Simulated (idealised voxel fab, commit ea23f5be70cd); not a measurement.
Module name: voxel wiring stack (process module)
FYI the section here is cut, 195 nm wide, cells are 5 nm squares.
A cross-section is a grid of square cells, given in bands from the top down. A band is one or more rows of cells. The band entry comprises the height of the band's top followed by the height of its bottom, expressed in nm, and subsequently the band's materials from left to right, each stated together with its width in nm. Where a single material is marked with the word "everywhere", that material fills the band from edge to edge. The word "air" represents empty space. Height datum 0, below which the as-received substrate wafer is one material. Lowest band open at the bottom, running downward: "z 0 and below". Graded width ("30->40"): value in top row of band = first number; value in bottom row = second number; row-to-row change constant. "no modifications" means the step left every cell of the cross-section as it was. "Closed voids list" means: voids of 8 cells or more that are shut off from the top with no open way through. Written width x height at distance, distance from the left edge, in nm. Text after the settings on a step's line: the simulator's own remark on that step. When a step includes a mask, the "overlay nm" setting on its line states how far to the right of its planned place that mask lay, and negative values state how far to the left.

Intended process steps
1: RECEIVE (material Si)
2: CONFORMAL_DEP (material SiO2; thk nm 15)
3: DIRECTIONAL_DEP (material TiN; thk nm 5)
4: DIRECTIONAL_DEP (material W; thk nm 15)
5: MASKED_ETCH (tone cover; mask id METAL_1; width nm 30; pitch nm 50; etch materials W; depth nm 15; overlay nm 0)
6: MASKED_ETCH (tone cover; mask id METAL_1; width nm 30; pitch nm 50; etch materials TiN; depth nm 5; overlay nm 0)
7: CONFORMAL_DEP (material SiN; thk nm 5)
8: FILL_DEP (material SiO2; thk nm 5)
9: CMP (height nm 35)
10: CONFORMAL_DEP (material SiCN; thk nm 5)
11: DIRECTIONAL_DEP (material SiO2; thk nm 10)
12: MASKED_ETCH (tone open; mask id PLUG_1; width nm 15; pitch nm 50; etch materials SiO2; depth nm 10; overlay nm 0)
13: MASKED_ETCH (tone open; mask id PLUG_1; width nm 15; pitch nm 50; etch materials SiCN; depth nm 5; overlay nm 0)
14: EPI (material Ru; thk nm 10)
15: EPI (material Ru; thk nm 5)
16: CONFORMAL_DEP (material SiN; thk nm 5)
17: DIRECTIONAL_DEP (material lowk; thk nm 20)
18: DIRECTIONAL_DEP (material aC; thk nm 15)
19: PATTERN (tone open; mask id METAL_2; material resist; width nm 30; pitch nm 50; thk nm 35; overlay nm 0)
20: DIRECTIONAL_ETCH (etch materials aC; depth nm 15)
21: STRIP (etch materials resist)
22: DIRECTIONAL_ETCH (etch materials lowk; depth nm 20)
23: DIRECTIONAL_ETCH (etch materials SiN; depth nm 5)
24: STRIP (etch materials aC)
25: CONFORMAL_DEP (material TiN; thk nm 5)
26: FILL_DEP (material Cu; thk nm 10)
27: CMP (height nm 75)
28: EPI (material Ru; thk nm 5)
29: FILL_DEP (material SiCN; thk nm 5)

Shown in cross-section is the wafer as received, that is, as it stands after step 1
* z 0 and below = Si everywhere
* Closed voids list: none

The module was run from the start shown above using the plan shown above, but one mistake was made doing it; the resulting wafer cross-section is below
* z 85 to 80 = SiCN everywhere
* z 80 to 75 = SiCN=25; Ru=40; SiCN=10; Ru=40; SiCN=10; Ru=40; SiCN=30
* z 75 to 55 = lowk=30; TiN=5; Cu=20; TiN=5; lowk=20; TiN=5; Cu=20; TiN=5; lowk=20; TiN=5; Cu=20; TiN=5; lowk=35
* z 55 to 50 = SiN=30; TiN=30; SiN=20; TiN=30; SiN=20; TiN=30; SiN=35
* z 50 to 40 = SiO2=30; Ru=15; SiO2=35; Ru=15; SiO2=35; Ru=15; SiO2=50
* z 40 to 35 = SiCN=30; Ru=15; SiCN=35; Ru=15; SiCN=35; Ru=15; SiCN=50
* z 35 to 20 = Ru everywhere
* z 20 to 15 = TiN everywhere
* z 15 to 0 = SiO2 everywhere
* z 0 and below = Si everywhere
* Closed voids list: none
So what did we get wrong on this run? step 4 deviated from plan and actually ran as DIRECTIONAL_DEP (material Ru; thk nm 15)
